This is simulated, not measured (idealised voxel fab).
Documented hereafter: the process module known as voxel released beams.
Pictured: cross-section cut, 145 nm wide, on a grid of 5 nm square cells.
Cross-section spec: square-cell grid; bands listed top down; each band is one or more rows.
Within each band entry, the heights of the top and of the bottom of the band appear first, in that order and in nm; the materials of the band then follow from left to right, each with its corresponding width in nm. The designation "everywhere" on a single material indicates that it fills the band from edge to edge; the designation "empty" indicates empty space.
Where do heights start? At 0: under that level the wafer as delivered is made of one material only. And the lowest band has no floor; it just carries on downward, as in "z 0 and below".
Per-row width for "30 to 40": begins at first number (top row of band), ends at second number (bottom row), increment between rows held constant.
"nothing different" after a step means that no cell of the cross-section changed.
"Voids, sealed": sealed empty spaces, 8 cells or more, no open way to top, listed width x height at distance, with distance from the left edge and width, height and distance in nm.
On each step's line, the part that comes after the settings is the simulator's own comment on the step.
Among the settings permitted on a step's line is "overlay nm"; applied to a step with a mask, it specifies the extent to which the mask lay to the right of its planned position, whereas a negative figure signifies a position to the left.
Steps planned for the process
1,op RECEIVE | material Si
2,op CONFORMAL_DEP | material Al2O3 | thk nm 10
3,op DIRECTIONAL_DEP | material SiO2 | thk nm 20
4,op DIRECTIONAL_DEP | material aC | thk nm 15
5,op PATTERN | tone open | mask id ANCHOR | material resist | width nm 25 | thk nm 30 | overlay nm 0
6,op DIRECTIONAL_ETCH | etch materials aC | depth nm 15
7,op STRIP | etch materials resist
8,op DIRECTIONAL_ETCH | etch materials SiO2 | depth nm 20
9,op STRIP | etch materials aC
10,op CONFORMAL_DEP | material SiN | thk nm 10
11,op PATTERN | tone cover | mask id BEAM | material resist | width nm 80 | thk nm 15 | overlay nm 0
12,op DIRECTIONAL_ETCH | etch materials SiN | depth nm 10
13,op STRIP | etch materials resist
14,op STRIP | etch materials SiO2
Concerning the first of two wafers, which was run in accordance with the plan
Cross-section: wafer on arrival = after step 1
> z 0 and below  Si everywhere
> Voids, sealed: none
State of the wafer after step 2, shown in cross-section
> z 10 to 0  Al2O3 everywhere
> Under 0: no change, same as before.
State of the wafer after step 3, shown in cross-section
> z 30 to 10  SiO2 everywhere
> Under 10: no change, same as before.
State of the wafer after step 4, shown in cross-section
> z 45 to 30  aC everywhere
> Under 30: no change, same as before.
State of the wafer after step 5, shown in cross-section
> z 75 to 45  resist (35); empty (25); resist (85)
> Under 45: no change, same as before.
State of the wafer after step 6, shown in cross-section
> z 60 to 45  resist (35); empty (25); resist (85)
> z 45 to 30  aC (35); empty (25); aC (85)
> Under 30: no change, same as before.
State of the wafer after step 7, shown in cross-section
> z 45 to 30  aC (35); empty (25); aC (85)
> Under 30: no change, same as before.
State of the wafer after step 8, shown in cross-section
> z 45 to 30  aC (35); empty (25); aC (85)
> z 30 to 10  SiO2 (35); empty (25); SiO2 (85)
> Under 10: no change, same as before.
State of the wafer after step 9, shown in cross-section
> z 30 to 10  SiO2 (35); empty (25); SiO2 (85)
> Under 10: no change, same as before.
State of the wafer after step 10, shown in cross-section
> z 40 to 30  SiN (45); empty (5); SiN (95)
> z 30 to 20  SiO2 (35); SiN (10); empty (5); SiN (10); SiO2 (85)
> z 20 to 10  SiO2 (35); SiN (25); SiO2 (85)
> Under 10: no change, same as before.
State of the wafer after step 11, shown in cross-section
> z 55 to 40  empty (30); resist (80); empty (35)
> z 40 to 30  SiN (45); resist (5); SiN (95)
> z 30 to 20  SiO2 (35); SiN (10); resist (5); SiN (10); SiO2 (85)
> Under 20: no change, same as before.
State of the wafer after step 12, shown in cross-section
> z 55 to 40  empty (30); resist (80); empty (35)
> z 40 to 30  empty (30); SiN (15); resist (5); SiN (60); empty (35)
> Under 30: no change, same as before.
State of the wafer after step 13, shown in cross-section
> z 40 to 30  empty (30); SiN (15); empty (5); SiN (60); empty (35)
> z 30 to 20  SiO2 (35); SiN (10); empty (5); SiN (10); SiO2 (85)
> Under 20: no change, same as before.
State of the wafer after step 14, shown in cross-section
> z 40 to 30  empty (30); SiN (15); empty (5); SiN (60); empty (35)
> z 30 to 20  empty (35); SiN (10); empty (5); SiN (10); empty (85)
> z 20 to 10  empty (35); SiN (25); empty (85)
> Under 10: no change, same as before.
Wafer two of the pair: same origin, same plan, one error during the run; identical to wafer one up to and including step 4
Second wafer, cross-section, planned end of step 5
> z 75 to 45  resist (40); empty (25); resist (80)
> Under 45: no change, same as before.
Second wafer, cross-section, planned end of step 6
> z 60 to 45  resist (40); empty (25); resist (80)
> z 45 to 30  aC (40); empty (25); aC (80)
> Under 30: no change, same as before.
Second wafer, cross-section, planned end of step 7
> z 45 to 30  aC (40); empty (25); aC (80)
> Under 30: no change, same as before.
Second wafer, cross-section, planned end of step 8
> z 45 to 30  aC (40); empty (25); aC (80)
> z 30 to 10  SiO2 (40); empty (25); SiO2 (80)
> Under 10: no change, same as before.
Second wafer, cross-section, planned end of step 9
> z 30 to 10  SiO2 (40); empty (25); SiO2 (80)
> Under 10: no change, same as before.
Second wafer, cross-section, planned end of step 10
> z 40 to 30  SiN (50); empty (5); SiN (90)
> z 30 to 20  SiO2 (40); SiN (10); empty (5); SiN (10); SiO2 (80)
> z 20 to 10  SiO2 (40); SiN (25); SiO2 (80)
> Under 10: no change, same as before.
Second wafer, cross-section, planned end of step 11
> z 55 to 40  empty (30); resist (80); empty (35)
> z 40 to 30  SiN (50); resist (5); SiN (90)
> z 30 to 20  SiO2 (40); SiN (10); resist (5); SiN (10); SiO2 (80)
> Under 20: no change, same as before.
Second wafer, cross-section, planned end of step 12
> z 55 to 40  empty (30); resist (80); empty (35)
> z 40 to 30  empty (30); SiN (20); resist (5); SiN (55); empty (35)
> Under 30: no change, same as before.
Second wafer, cross-section, planned end of step 13
> z 40 to 30  empty (30); SiN (20); empty (5); SiN (55); empty (35)
> z 30 to 20  SiO2 (40); SiN (10); empty (5); SiN (10); SiO2 (80)
> Under 20: no change, same as before.
Second wafer, cross-section, planned end of step 14
> z 40 to 30  empty (30); SiN (20); empty (5); SiN (55); empty (35)
> z 30 to 20  empty (40); SiN (10); empty (5); SiN (10); empty (80)
> z 20 to 10  empty (40); SiN (25); empty (80)
> Under 10: no change, same as before.
Deviation noted in wafer processing: contrary to plan, step 5 was performed as op PATTERN | tone open | mask id ANCHOR | material resist | width nm 25 | thk nm 30 | overlay nm 5
Upon completion, the cell count for each material on the second wafer equals that on the first, whereas the spatial distribution of those cells differs.
